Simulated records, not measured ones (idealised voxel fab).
The process module presented herein is designated voxel ribs on slabs.
The cross-section shown here is cut; it is 250 nm wide and divided into square cells measuring 5 nm on a side.
For the purposes of this document, a cross-section shall be understood as a grid of square cells, specified as bands listed in top-to-bottom order, each band consisting of one or more rows of cells.
Top, bottom (nm), then materials left to right with widths (nm); lone material tagged "full width" fills the whole band edge to edge; "blank" = empty space.
Height 0 is the level under which the wafer as received is all one material. The lowest band goes on downwards, as in "z 0 and below".
The two numbers in a width such as "30..40" mark its ends across the band: the first belongs to the top row of cells, the second to the bottom row, and from each row to the next the width moves by the same amount.
For the purposes of this document, the phrase "no modifications" attached to a step denotes that no cell within the cross-section was modified by that step.
Closed empty spaces (no open way to the top) of 8 cells or more are what "Closed void inventory" lists, each as width x height at distance from the left edge, nm for all three.
What comes after the settings on a step's line is commentary from the simulator itself on that step.
overlay nm: mask right of planned place by this much (step with mask). Neg. = left.
# Process steps - plan
1) RECEIVE | material Si
2) DIRECTIONAL_DEP | material SiO2 | thk nm 30
3) DIRECTIONAL_DEP | material polySi | thk nm 20
4) PATTERN | tone cover | mask id RIB | material resist | width nm 30 | thk nm 15 | overlay nm 0
5) DIRECTIONAL_ETCH | etch materials polySi | depth nm 5
6) STRIP | etch materials resist
7) PATTERN | tone cover | mask id SLAB | material resist | width nm 70 | thk nm 15 | overlay nm 0
8) DIRECTIONAL_ETCH | etch materials polySi | depth nm 15
9) STRIP | etch materials resist
10) FILL_DEP | material SiO2 | thk nm 15
11) CMP | height nm 60
12) DIRECTIONAL_DEP | material W | thk nm 10
13) PATTERN | tone cover | mask id HEATER | material resist | width nm 40 | thk nm 20 | overlay nm 0
14) DIRECTIONAL_ETCH | etch materials W | depth nm 10
15) STRIP | etch materials resist
16) CONFORMAL_DEP | material SiO2 | thk nm 5
For clarity, it should be stated that the wafers under discussion commence in an identical condition and differ with respect to the width nm of step 7, the plan indicating the value that the first wafer had.
# The first of several wafers as received, shown in cross-section; this is its state after step 1
z 0 and below  Si full width
Closed void inventory: none
# Below, a row for every wafer. Read it as the end-of-module picture: for each material the wafer shows its cells gained (+) or lost (-) since it was received, and then its closed voids
width nm 70; +606 SiO2; +16 W; +48 polySi; Closed void inventory: none
width nm 75; +603 SiO2; +16 W; +51 polySi; Closed void inventory: none
width nm 80; +600 SiO2; +16 W; +54 polySi; Closed void inventory: none
width nm 85; +597 SiO2; +16 W; +57 polySi; Closed void inventory: none
width nm 90; +594 SiO2; +16 W; +60 polySi; Closed void inventory: none
width nm 95; +591 SiO2; +16 W; +63 polySi; Closed void inventory: none
